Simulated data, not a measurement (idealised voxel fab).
process module | voxel lift off
cross-section cut | 205 nm wide | cells 5 nm
A cross-section is a grid of square cells, given in bands from the top down. A band is one or more rows of cells.
Each band's line starts with the height of the band's top and of its bottom, in nm. Then come its materials from left to right, each with its width in nm. One material with "throughout" fills the band from edge to edge. "air" is empty space.
Height 0 is the level under which the wafer as received is all one material. The lowest band goes on downwards, as in "0 down".
A width such as "30 to 40" changes by the same amount from each row of cells to the next, from the band's top row to its bottom row.
"no change" after a step means that no cell of the cross-section changed.
closed voids: empty space of 8 cells or more with no open way to the top, each as width x height at its distance from the left edge, in nm
after a step's settings: what the simulator itself notes on the step
overlay nm, on a step with a mask: how far to the right of its planned place the mask lay; to the left if negative
plan
1 op RECEIVE | material Si
2 op CONFORMAL_DEP | material SiN | thk nm 5
3 op PATTERN | tone open | mask id LINES | material resist | width nm 15 | pitch nm 40 | thk nm 25 | overlay nm 0
4 op DIRECTIONAL_DEP | material Ru | thk nm 15
5 op STRIP | etch materials resist
6 op CONFORMAL_DEP | material SiO2 | thk nm 5
as received, after step 1
  0 down: Si throughout
  closed voids: none
a wafer at the end: this start, this plan, one mistake
  20 to 5: air 75 | Ru 15 | air 25 | Ru 15 | air 75
  5 to 0: SiN throughout
  0 down: Si throughout
  closed voids: none
what went wrong: step 6 was left out
